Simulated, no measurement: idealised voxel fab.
The following is a process module called voxel gate over fins.
It is cross-section cut that appears here, measuring 175 nm in width, its square cells being 5 nm in size.
Bands, listed from the top down, are how a cross-section gets written in this document; the cross-section itself is a grid of square cells, and a band is one or more rows of them.
This entry defines a band. It first specifies the height of the band's top and the height of its bottom in nm, and then specifies the band's materials from left to right, stating each material with its width in nm. The word "throughout" identifies a single material that fills the band from edge to edge, while the word "blank" identifies empty space.
Convention: height 0 is the level below which the wafer, as received, is all one material. The lowest band does not terminate at the bottom but continues downward, represented as "from 0 down".
Graded width ("30->40"): value in top row of band = first number; value in bottom row = second number; row-to-row change constant.
What does "no alteration" mean for a step? It means no cell of the cross-section changed in that step.
"Closed internal voids" - sealed voids, min. 8 cells, no opening to top; format: width x height at distance (distance from left edge; nm throughout).
Formally, on a step line, whatever follows the settings is a remark that the simulator itself makes on the step.
Regarding "overlay nm": on a step with a mask, it is the distance the mask lay to the right of its planned place; a negative value places it to the left.

Process steps (planned)
| 1 | RECEIVE with material Si |
| 2 | CONFORMAL_DEP with material SiN, thk nm 10 |
| 3 | MASKED_ETCH with tone cover, mask id FINS, width nm 15, pitch nm 35, etch materials SiN, depth nm 10, overlay nm 0 |
| 4 | MASKED_ETCH with tone cover, mask id FINS, width nm 15, pitch nm 35, etch materials Si, depth nm 35, overlay nm 0 |
| 5 | OXIDIZE with depth nm 5 |
| 6 | FILL_DEP with material SiO2, thk nm 15 |
| 7 | CMP with height nm 10 |
| 8 | SELECTIVE_ETCH with etch materials SiO2, depth nm 20 |
| 9 | STRIP with etch materials SiN |
| 10 | CONFORMAL_DEP with material HfO2, thk nm 5 |
| 11 | CONFORMAL_DEP with material TiN, thk nm 5 |
| 12 | FILL_DEP with material W, thk nm 10 |
| 13 | CMP with height nm 15 |
| 14 | CONFORMAL_DEP with material SiN, thk nm 10 |

The first of a set of two wafers, run to plan

Cross-section of the wafer upon arrival, representing the state reached after step 1
> from 0 down: Si throughout
> Closed internal voids: none

Cross-section of the wafer subsequent to step 2
> from 10 to 0: SiN throughout
> Rest of section, below 0: as before.

Cross-section of the wafer subsequent to step 3
> from 10 to 0: blank 25 nm, then SiN 15 nm, then blank 20 nm, then SiN 15 nm, then blank 20 nm, then SiN 15 nm, then blank 20 nm, then SiN 15 nm, then blank 30 nm
> Rest of section, below 0: as before.

Cross-section of the wafer subsequent to step 4
> from 10 to 0: blank 25 nm, then SiN 15 nm, then blank 20 nm, then SiN 15 nm, then blank 20 nm, then SiN 15 nm, then blank 20 nm, then SiN 15 nm, then blank 30 nm
> from 0 to -35: blank 25 nm, then Si 15 nm, then blank 20 nm, then Si 15 nm, then blank 20 nm, then Si 15 nm, then blank 20 nm, then Si 15 nm, then blank 30 nm
> Rest of section, below -35: as before.

Cross-section of the wafer subsequent to step 5
> from 10 to 0: blank 25 nm, then SiN 15 nm, then blank 20 nm, then SiN 15 nm, then blank 20 nm, then SiN 15 nm, then blank 20 nm, then SiN 15 nm, then blank 30 nm
> from 0 to -35: blank 25 nm, then SiO2 5 nm, then Si 5 nm, then SiO2 5 nm, then blank 20 nm, then SiO2 5 nm, then Si 5 nm, then SiO2 5 nm, then blank 20 nm, then SiO2 5 nm, then Si 5 nm, then SiO2 5 nm, then blank 20 nm, then SiO2 5 nm, then Si 5 nm, then SiO2 5 nm, then blank 30 nm
> from -35 to -40: SiO2 30 nm, then Si 5 nm, then SiO2 30 nm, then Si 5 nm, then SiO2 30 nm, then Si 5 nm, then SiO2 30 nm, then Si 5 nm, then SiO2 35 nm
> Rest of section, below -40: as before.

Cross-section of the wafer subsequent to step 6
> from 25 to 10: SiO2 throughout
> from 10 to 0: SiO2 25 nm, then SiN 15 nm, then SiO2 20 nm, then SiN 15 nm, then SiO2 20 nm, then SiN 15 nm, then SiO2 20 nm, then SiN 15 nm, then SiO2 30 nm
> from 0 to -40: SiO2 30 nm, then Si 5 nm, then SiO2 30 nm, then Si 5 nm, then SiO2 30 nm, then Si 5 nm, then SiO2 30 nm, then Si 5 nm, then SiO2 35 nm
> Rest of section, below -40: as before.

Cross-section of the wafer subsequent to step 7
> from 10 to 0: SiO2 25 nm, then SiN 15 nm, then SiO2 20 nm, then SiN 15 nm, then SiO2 20 nm, then SiN 15 nm, then SiO2 20 nm, then SiN 15 nm, then SiO2 30 nm
> Rest of section, below 0: as before.

Cross-section of the wafer subsequent to step 8
> from 10 to 0: blank 25 nm, then SiN 15 nm, then blank 20 nm, then SiN 15 nm, then blank 20 nm, then SiN 15 nm, then blank 20 nm, then SiN 15 nm, then blank 30 nm
> from 0 to -10: blank 30 nm, then Si 5 nm, then blank 30 nm, then Si 5 nm, then blank 30 nm, then Si 5 nm, then blank 30 nm, then Si 5 nm, then blank 35 nm
> Rest of section, below -10: as before.

Cross-section of the wafer subsequent to step 9
> from 0 to -10: blank 30 nm, then Si 5 nm, then blank 30 nm, then Si 5 nm, then blank 30 nm, then Si 5 nm, then blank 30 nm, then Si 5 nm, then blank 35 nm
> Rest of section, below -10: as before.

Cross-section of the wafer subsequent to step 10
> from 5 to 0: blank 25 nm, then HfO2 15 nm, then blank 20 nm, then HfO2 15 nm, then blank 20 nm, then HfO2 15 nm, then blank 20 nm, then HfO2 15 nm, then blank 30 nm
> from 0 to -5: blank 25 nm, then HfO2 5 nm, then Si 5 nm, then HfO2 5 nm, then blank 20 nm, then HfO2 5 nm, then Si 5 nm, then HfO2 5 nm, then blank 20 nm, then HfO2 5 nm, then Si 5 nm, then HfO2 5 nm, then blank 20 nm, then HfO2 5 nm, then Si 5 nm, then HfO2 5 nm, then blank 30 nm
> from -5 to -10: HfO2 30 nm, then Si 5 nm, then HfO2 30 nm, then Si 5 nm, then HfO2 30 nm, then Si 5 nm, then HfO2 30 nm, then Si 5 nm, then HfO2 35 nm
> Rest of section, below -10: as before.

Cross-section of the wafer subsequent to step 11
> from 10 to 5: blank 20 nm, then TiN 25 nm, then blank 10 nm, then TiN 25 nm, then blank 10 nm, then TiN 25 nm, then blank 10 nm, then TiN 25 nm, then blank 25 nm
> from 5 to 0: blank 20 nm, then TiN 5 nm, then HfO2 15 nm, then TiN 5 nm, then blank 10 nm, then TiN 5 nm, then HfO2 15 nm, then TiN 5 nm, then blank 10 nm, then TiN 5 nm, then HfO2 15 nm, then TiN 5 nm, then blank 10 nm, then TiN 5 nm, then HfO2 15 nm, then TiN 5 nm, then blank 25 nm
> from 0 to -5: TiN 25 nm, then HfO2 5 nm, then Si 5 nm, then HfO2 5 nm, then TiN 20 nm, then HfO2 5 nm, then Si 5 nm, then HfO2 5 nm, then TiN 20 nm, then HfO2 5 nm, then Si 5 nm, then HfO2 5 nm, then TiN 20 nm, then HfO2 5 nm, then Si 5 nm, then HfO2 5 nm, then TiN 30 nm
> Rest of section, below -5: as before.

Cross-section of the wafer subsequent to step 12
> from 20 to 10: W throughout
> from 10 to 5: W 20 nm, then TiN 25 nm, then W 10 nm, then TiN 25 nm, then W 10 nm, then TiN 25 nm, then W 10 nm, then TiN 25 nm, then W 25 nm
> from 5 to 0: W 20 nm, then TiN 5 nm, then HfO2 15 nm, then TiN 5 nm, then W 10 nm, then TiN 5 nm, then HfO2 15 nm, then TiN 5 nm, then W 10 nm, then TiN 5 nm, then HfO2 15 nm, then TiN 5 nm, then W 10 nm, then TiN 5 nm, then HfO2 15 nm, then TiN 5 nm, then W 25 nm
> Rest of section, below 0: as before.

Cross-section of the wafer subsequent to step 13
> from 15 to 10: W throughout
> Rest of section, below 10: as before.

Cross-section of the wafer subsequent to step 14
> from 25 to 15: SiN throughout
> Rest of section, below 15: as before.

Wafer two. Same start, same plan, one slip in execution. Same as wafer one through step 2, inclusive

Second wafer profile in section, at the moment step 3 of the plan was meant to be complete
> from 10 to 0: SiN 25 nm, then blank 15 nm, then SiN 20 nm, then blank 15 nm, then SiN 20 nm, then blank 15 nm, then SiN 20 nm, then blank 15 nm, then SiN 30 nm
> Rest of section, below 0: as before.

Second wafer profile in section, at the moment step 4 of the plan was meant to be complete: no alteration

Second wafer profile in section, at the moment step 5 of the plan was meant to be complete
> from 10 to 0: SiN 25 nm, then blank 15 nm, then SiN 20 nm, then blank 15 nm, then SiN 20 nm, then blank 15 nm, then SiN 20 nm, then blank 15 nm, then SiN 30 nm
> from 0 to -5: Si 20 nm, then SiO2 25 nm, then Si 10 nm, then SiO2 25 nm, then Si 10 nm, then SiO2 25 nm, then Si 10 nm, then SiO2 25 nm, then Si 25 nm
> Rest of section, below -5: as before.

Second wafer profile in section, at the moment step 6 of the plan was meant to be complete
> from 25 to 10: SiO2 throughout
> from 10 to 0: SiN 25 nm, then SiO2 15 nm, then SiN 20 nm, then SiO2 15 nm, then SiN 20 nm, then SiO2 15 nm, then SiN 20 nm, then SiO2 15 nm, then SiN 30 nm
> Rest of section, below 0: as before.

Second wafer profile in section, at the moment step 7 of the plan was meant to be complete
> from 10 to 0: SiN 25 nm, then SiO2 15 nm, then SiN 20 nm, then SiO2 15 nm, then SiN 20 nm, then SiO2 15 nm, then SiN 20 nm, then SiO2 15 nm, then SiN 30 nm
> Rest of section, below 0: as before.

Second wafer profile in section, at the moment step 8 of the plan was meant to be complete
> from 10 to 0: SiN 25 nm, then blank 15 nm, then SiN 20 nm, then blank 15 nm, then SiN 20 nm, then blank 15 nm, then SiN 20 nm, then blank 15 nm, then SiN 30 nm
> from 0 to -5: Si 20 nm, then blank 25 nm, then Si 10 nm, then blank 25 nm, then Si 10 nm, then blank 25 nm, then Si 10 nm, then blank 25 nm, then Si 25 nm
> Rest of section, below -5: as before.

Second wafer profile in section, at the moment step 9 of the plan was meant to be complete
> from 0 to -5: Si 20 nm, then blank 25 nm, then Si 10 nm, then blank 25 nm, then Si 10 nm, then blank 25 nm, then Si 10 nm, then blank 25 nm, then Si 25 nm
> Rest of section, below -5: as before.

Second wafer profile in section, at the moment step 10 of the plan was meant to be complete
> from 5 to 0: HfO2 25 nm, then blank 15 nm, then HfO2 20 nm, then blank 15 nm, then HfO2 20 nm, then blank 15 nm, then HfO2 20 nm, then blank 15 nm, then HfO2 30 nm
> from 0 to -5: Si 20 nm, then HfO2 25 nm, then Si 10 nm, then HfO2 25 nm, then Si 10 nm, then HfO2 25 nm, then Si 10 nm, then HfO2 25 nm, then Si 25 nm
> Rest of section, below -5: as before.

Second wafer profile in section, at the moment step 11 of the plan was meant to be complete
> from 10 to 5: TiN 30 nm, then blank 5 nm, then TiN 30 nm, then blank 5 nm, then TiN 30 nm, then blank 5 nm, then TiN 30 nm, then blank 5 nm, then TiN 35 nm
> from 5 to 0: HfO2 25 nm, then TiN 15 nm, then HfO2 20 nm, then TiN 15 nm, then HfO2 20 nm, then TiN 15 nm, then HfO2 20 nm, then TiN 15 nm, then HfO2 30 nm
> Rest of section, below 0: as before.

Second wafer profile in section, at the moment step 12 of the plan was meant to be complete
> from 20 to 10: W throughout
> from 10 to 5: TiN 30 nm, then W 5 nm, then TiN 30 nm, then W 5 nm, then TiN 30 nm, then W 5 nm, then TiN 30 nm, then W 5 nm, then TiN 35 nm
> Rest of section, below 5: as before.

Second wafer profile in section, at the moment step 13 of the plan was meant to be complete
> from 15 to 10: W throughout
> Rest of section, below 10: as before.

Second wafer profile in section, at the moment step 14 of the plan was meant to be complete
> from 25 to 15: SiN throughout
> Rest of section, below 15: as before.
Want to know what went wrong? step 3 did not use the planned setting and instead ran as MASKED_ETCH with tone open, mask id FINS, width nm 15, pitch nm 35, etch materials SiN, depth nm 10, overlay nm 0
Counted in cells at the end, the second wafer holds more or fewer of these materials than the first: HfO2: 8 fewer, Si: 228 more, SiO2: 186 fewer, TiN: 8 fewer, W: 26 fewer
